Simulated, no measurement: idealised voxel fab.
Documented hereafter: the process module known as voxel trench capacitor.
It is cross-section cut that appears here, measuring 235 nm in width, its square cells being 5 nm in size.
Throughout this document, each cross-section is represented as a grid of square cells and is presented as a sequence of bands enumerated from the top downward, where a band comprises one or more rows of cells. First you get the band's top height and its bottom height, in nm, and then the materials it's made of, left to right, with each width in nm. If you see a single material with "full width", that one covers the band edge to edge. "blank" is empty space. Height reference: 0 = level under which incoming wafer is all one material. Lowest band: no bottom, runs on downward, e.g. "0 down". A width such as "30..40" changes by the same amount from each row of cells to the next, from the band's top row to its bottom row. Take "remains unaltered" at face value: in the step it is given for, the cross-section changed in none of its cells. Enclosed voids (no open way to top), threshold 8 cells or more, entry "Enclosed cavities", notation width x height at distance, distance from left edge, nm. On each step's line, the part that comes after the settings is the simulator's own comment on the step. "overlay nm" answers the question of how far to the right of plan the mask lay on a step that has a mask, and when it is negative the answer is to the left.

**This section lists the process steps that were planned**
| 1 | RECEIVE,material Si |
| 2 | CONFORMAL_DEP,material SiN,thk nm 5 |
| 3 | MASKED_ETCH,tone open,mask id TRENCH,width nm 25,pitch nm 55,etch materials SiN,depth nm 5,overlay nm 0 |
| 4 | MASKED_ETCH,tone open,mask id TRENCH,width nm 25,pitch nm 55,etch materials Si,depth nm 40,overlay nm 0 |
| 5 | CONFORMAL_DEP,material Al2O3,thk nm 5 |
| 6 | FILL_DEP,material polySi,thk nm 10 |
| 7 | CMP,height nm 5 |

**Received-state cross-section, reflecting completion of step 1**
- 0 down | Si full width
- Enclosed cavities: none

**Cross-sectional view of the first of the two wafers upon completion of the module, processed in accordance with the plan**
- 5 to 0 | 50 SiN / 5 Al2O3 / 15 polySi / 5 Al2O3 / 30 SiN / 5 Al2O3 / 15 polySi / 5 Al2O3 / 30 SiN / 5 Al2O3 / 15 polySi / 5 Al2O3 / 50 SiN
- 0 to -35 | 50 Si / 5 Al2O3 / 15 polySi / 5 Al2O3 / 30 Si / 5 Al2O3 / 15 polySi / 5 Al2O3 / 30 Si / 5 Al2O3 / 15 polySi / 5 Al2O3 / 50 Si
- -35 to -40 | 50 Si / 25 Al2O3 / 30 Si / 25 Al2O3 / 30 Si / 25 Al2O3 / 50 Si
- -40 down | Si full width
- Enclosed cavities: none

**Here's the second of our two wafers sectioned at module end. Same start as the first, same plan, but one mistake got made running it**
- 20 to 10 | polySi full width
- 10 to 5 | 55 Al2O3 / 15 polySi / 40 Al2O3 / 15 polySi / 40 Al2O3 / 15 polySi / 55 Al2O3
- 5 to 0 | 50 SiN / 5 Al2O3 / 15 polySi / 5 Al2O3 / 30 SiN / 5 Al2O3 / 15 polySi / 5 Al2O3 / 30 SiN / 5 Al2O3 / 15 polySi / 5 Al2O3 / 50 SiN
- 0 to -35 | 50 Si / 5 Al2O3 / 15 polySi / 5 Al2O3 / 30 Si / 5 Al2O3 / 15 polySi / 5 Al2O3 / 30 Si / 5 Al2O3 / 15 polySi / 5 Al2O3 / 50 Si
- -35 to -40 | 50 Si / 25 Al2O3 / 30 Si / 25 Al2O3 / 30 Si / 25 Al2O3 / 50 Si
- -40 down | Si full width
- Enclosed cavities: none
Run error: skipped: plan step 7 (never run)
Cell-count delta at end, second wafer over first, by material: Al2O3: 38 more, polySi: 103 more
